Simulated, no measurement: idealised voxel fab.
Process module under the name voxel trench capacitor
Section cut is 175 nm wide and gridded with 5 nm square cells.
Throughout this document, each cross-section is represented as a grid of square cells and is presented as a sequence of bands enumerated from the top downward, where a band comprises one or more rows of cells. The entry gives the band's vertical extent as a top height and a bottom height in nm, then its horizontal make-up as materials from left to right, each with a width in nm. "blank" stands for empty space; a single material marked "all across" fills the band edge to edge. Note: height 0 marks the level under which the wafer is uniformly one material as received. Lowest band unbounded below, written "from 0 down". A width given as "30..40" starts at the first number in the band's top row and ends at the second number in its bottom row, shifting by an equal amount at every step from row to row. Where the words "no alteration" appear for a step, the cross-section shows no cell changed by that step; every cell remained as before. "Catalogued sealed voids": sealed empty spaces, 8 cells or more, no open way to top, listed width x height at distance, with distance from the left edge and width, height and distance in nm. It should be noted that, on the line of a given step, the content following the step's settings is a remark produced by the simulator itself with respect to that step. Each step line may optionally specify "overlay nm", which for a step with a mask gives the rightward distance between the mask's planned place and where it lay, a negative value indicating the leftward direction.
Process steps foreseen in the plan
| 1 | RECEIVE,material Si |
| 2 | CONFORMAL_DEP,material SiN,thk nm 5 |
| 3 | DIRECTIONAL_DEP,material aC,thk nm 15 |
| 4 | PATTERN,tone open,mask id TRENCH,material resist,width nm 30,pitch nm 60,thk nm 35,overlay nm 0 |
| 5 | DIRECTIONAL_ETCH,etch materials aC,depth nm 15 |
| 6 | STRIP,etch materials resist |
| 7 | DIRECTIONAL_ETCH,etch materials SiN,depth nm 5 |
| 8 | DIRECTIONAL_ETCH,etch materials Si,depth nm 40 |
| 9 | STRIP,etch materials aC |
| 10 | CONFORMAL_DEP,material HfO2,thk nm 5 |
| 11 | CONFORMAL_DEP,material TiN,thk nm 5 |
| 12 | FILL_DEP,material W,thk nm 5 |
| 13 | CMP,height nm 5 |
The first wafer of two, processed as planned
Step 1 complete: cross-section of the wafer as received
> from 0 down = Si all across
> Catalogued sealed voids: none
You're looking at a cross-section of the wafer after step 2
> from 5 to 0 = SiN all across
> Rest of section, below 0: as before.
You're looking at a cross-section of the wafer after step 3
> from 20 to 5 = aC all across
> Rest of section, below 5: as before.
You're looking at a cross-section of the wafer after step 4
> from 55 to 20 = resist (40)  blank (30)  resist (30)  blank (30)  resist (45)
> Rest of section, below 20: as before.
You're looking at a cross-section of the wafer after step 5
> from 40 to 20 = resist (40)  blank (30)  resist (30)  blank (30)  resist (45)
> from 20 to 5 = aC (40)  blank (30)  aC (30)  blank (30)  aC (45)
> Rest of section, below 5: as before.
You're looking at a cross-section of the wafer after step 6
> from 20 to 5 = aC (40)  blank (30)  aC (30)  blank (30)  aC (45)
> Rest of section, below 5: as before.
You're looking at a cross-section of the wafer after step 7
> from 20 to 5 = aC (40)  blank (30)  aC (30)  blank (30)  aC (45)
> from 5 to 0 = SiN (40)  blank (30)  SiN (30)  blank (30)  SiN (45)
> Rest of section, below 0: as before.
You're looking at a cross-section of the wafer after step 8
> from 20 to 5 = aC (40)  blank (30)  aC (30)  blank (30)  aC (45)
> from 5 to 0 = SiN (40)  blank (30)  SiN (30)  blank (30)  SiN (45)
> from 0 to -40 = Si (40)  blank (30)  Si (30)  blank (30)  Si (45)
> Rest of section, below -40: as before.
You're looking at a cross-section of the wafer after step 9
> from 5 to 0 = SiN (40)  blank (30)  SiN (30)  blank (30)  SiN (45)
> Rest of section, below 0: as before.
You're looking at a cross-section of the wafer after step 10
> from 10 to 5 = HfO2 (45)  blank (20)  HfO2 (40)  blank (20)  HfO2 (50)
> from 5 to 0 = SiN (40)  HfO2 (5)  blank (20)  HfO2 (5)  SiN (30)  HfO2 (5)  blank (20)  HfO2 (5)  SiN (45)
> from 0 to -35 = Si (40)  HfO2 (5)  blank (20)  HfO2 (5)  Si (30)  HfO2 (5)  blank (20)  HfO2 (5)  Si (45)
> from -35 to -40 = Si (40)  HfO2 (30)  Si (30)  HfO2 (30)  Si (45)
> Rest of section, below -40: as before.
You're looking at a cross-section of the wafer after step 11
> from 15 to 10 = TiN (50)  blank (10)  TiN (50)  blank (10)  TiN (55)
> from 10 to 5 = HfO2 (45)  TiN (5)  blank (10)  TiN (5)  HfO2 (40)  TiN (5)  blank (10)  TiN (5)  HfO2 (50)
> from 5 to 0 = SiN (40)  HfO2 (5)  TiN (5)  blank (10)  TiN (5)  HfO2 (5)  SiN (30)  HfO2 (5)  TiN (5)  blank (10)  TiN (5)  HfO2 (5)  SiN (45)
> from 0 to -30 = Si (40)  HfO2 (5)  TiN (5)  blank (10)  TiN (5)  HfO2 (5)  Si (30)  HfO2 (5)  TiN (5)  blank (10)  TiN (5)  HfO2 (5)  Si (45)
> from -30 to -35 = Si (40)  HfO2 (5)  TiN (20)  HfO2 (5)  Si (30)  HfO2 (5)  TiN (20)  HfO2 (5)  Si (45)
> Rest of section, below -35: as before.
You're looking at a cross-section of the wafer after step 12
> from 20 to 15 = W all across
> from 15 to 10 = TiN (50)  W (10)  TiN (50)  W (10)  TiN (55)
> from 10 to 5 = HfO2 (45)  TiN (5)  W (10)  TiN (5)  HfO2 (40)  TiN (5)  W (10)  TiN (5)  HfO2 (50)
> from 5 to 0 = SiN (40)  HfO2 (5)  TiN (5)  W (10)  TiN (5)  HfO2 (5)  SiN (30)  HfO2 (5)  TiN (5)  W (10)  TiN (5)  HfO2 (5)  SiN (45)
> from 0 to -30 = Si (40)  HfO2 (5)  TiN (5)  W (10)  TiN (5)  HfO2 (5)  Si (30)  HfO2 (5)  TiN (5)  W (10)  TiN (5)  HfO2 (5)  Si (45)
> Rest of section, below -30: as before.
You're looking at a cross-section of the wafer after step 13
> from 5 to 0 = SiN (40)  HfO2 (5)  TiN (5)  W (10)  TiN (5)  HfO2 (5)  SiN (30)  HfO2 (5)  TiN (5)  W (10)  TiN (5)  HfO2 (5)  SiN (45)
> Rest of section, below 0: as before.
For the second wafer, take the first wafer's start and plan, then add one mistake made in running it; everything through step 3, that step included, is shared with the first
Cross-section of the second wafer at the time step 4 of the plan should have ended
> from 55 to 20 = resist (45)  blank (30)  resist (30)  blank (30)  resist (40)
> Rest of section, below 20: as before.
Cross-section of the second wafer at the time step 5 of the plan should have ended
> from 40 to 20 = resist (45)  blank (30)  resist (30)  blank (30)  resist (40)
> from 20 to 5 = aC (45)  blank (30)  aC (30)  blank (30)  aC (40)
> Rest of section, below 5: as before.
Cross-section of the second wafer at the time step 6 of the plan should have ended
> from 20 to 5 = aC (45)  blank (30)  aC (30)  blank (30)  aC (40)
> Rest of section, below 5: as before.
Cross-section of the second wafer at the time step 7 of the plan should have ended
> from 20 to 5 = aC (45)  blank (30)  aC (30)  blank (30)  aC (40)
> from 5 to 0 = SiN (45)  blank (30)  SiN (30)  blank (30)  SiN (40)
> Rest of section, below 0: as before.
Cross-section of the second wafer at the time step 8 of the plan should have ended
> from 20 to 5 = aC (45)  blank (30)  aC (30)  blank (30)  aC (40)
> from 5 to 0 = SiN (45)  blank (30)  SiN (30)  blank (30)  SiN (40)
> from 0 to -40 = Si (45)  blank (30)  Si (30)  blank (30)  Si (40)
> Rest of section, below -40: as before.
Cross-section of the second wafer at the time step 9 of the plan should have ended
> from 5 to 0 = SiN (45)  blank (30)  SiN (30)  blank (30)  SiN (40)
> Rest of section, below 0: as before.
Cross-section of the second wafer at the time step 10 of the plan should have ended
> from 10 to 5 = HfO2 (50)  blank (20)  HfO2 (40)  blank (20)  HfO2 (45)
> from 5 to 0 = SiN (45)  HfO2 (5)  blank (20)  HfO2 (5)  SiN (30)  HfO2 (5)  blank (20)  HfO2 (5)  SiN (40)
> from 0 to -35 = Si (45)  HfO2 (5)  blank (20)  HfO2 (5)  Si (30)  HfO2 (5)  blank (20)  HfO2 (5)  Si (40)
> from -35 to -40 = Si (45)  HfO2 (30)  Si (30)  HfO2 (30)  Si (40)
> Rest of section, below -40: as before.
Cross-section of the second wafer at the time step 11 of the plan should have ended
> from 15 to 10 = TiN (55)  blank (10)  TiN (50)  blank (10)  TiN (50)
> from 10 to 5 = HfO2 (50)  TiN (5)  blank (10)  TiN (5)  HfO2 (40)  TiN (5)  blank (10)  TiN (5)  HfO2 (45)
> from 5 to 0 = SiN (45)  HfO2 (5)  TiN (5)  blank (10)  TiN (5)  HfO2 (5)  SiN (30)  HfO2 (5)  TiN (5)  blank (10)  TiN (5)  HfO2 (5)  SiN (40)
> from 0 to -30 = Si (45)  HfO2 (5)  TiN (5)  blank (10)  TiN (5)  HfO2 (5)  Si (30)  HfO2 (5)  TiN (5)  blank (10)  TiN (5)  HfO2 (5)  Si (40)
> from -30 to -35 = Si (45)  HfO2 (5)  TiN (20)  HfO2 (5)  Si (30)  HfO2 (5)  TiN (20)  HfO2 (5)  Si (40)
> Rest of section, below -35: as before.
Cross-section of the second wafer at the time step 12 of the plan should have ended
> from 20 to 15 = W all across
> from 15 to 10 = TiN (55)  W (10)  TiN (50)  W (10)  TiN (50)
> from 10 to 5 = HfO2 (50)  TiN (5)  W (10)  TiN (5)  HfO2 (40)  TiN (5)  W (10)  TiN (5)  HfO2 (45)
> from 5 to 0 = SiN (45)  HfO2 (5)  TiN (5)  W (10)  TiN (5)  HfO2 (5)  SiN (30)  HfO2 (5)  TiN (5)  W (10)  TiN (5)  HfO2 (5)  SiN (40)
> from 0 to -30 = Si (45)  HfO2 (5)  TiN (5)  W (10)  TiN (5)  HfO2 (5)  Si (30)  HfO2 (5)  TiN (5)  W (10)  TiN (5)  HfO2 (5)  Si (40)
> Rest of section, below -30: as before.
Cross-section of the second wafer at the time step 13 of the plan should have ended
> from 5 to 0 = SiN (45)  HfO2 (5)  TiN (5)  W (10)  TiN (5)  HfO2 (5)  SiN (30)  HfO2 (5)  TiN (5)  W (10)  TiN (5)  HfO2 (5)  SiN (40)
> Rest of section, below 0: as before.
Misprocessing identified: for step 4, the planned setting was not used; the step was instead run as PATTERN,tone open,mask id TRENCH,material resist,width nm 30,pitch nm 60,thk nm 35,overlay nm 5
The two final wafers agree on how many cells each material fills and disagree on which cells those are.
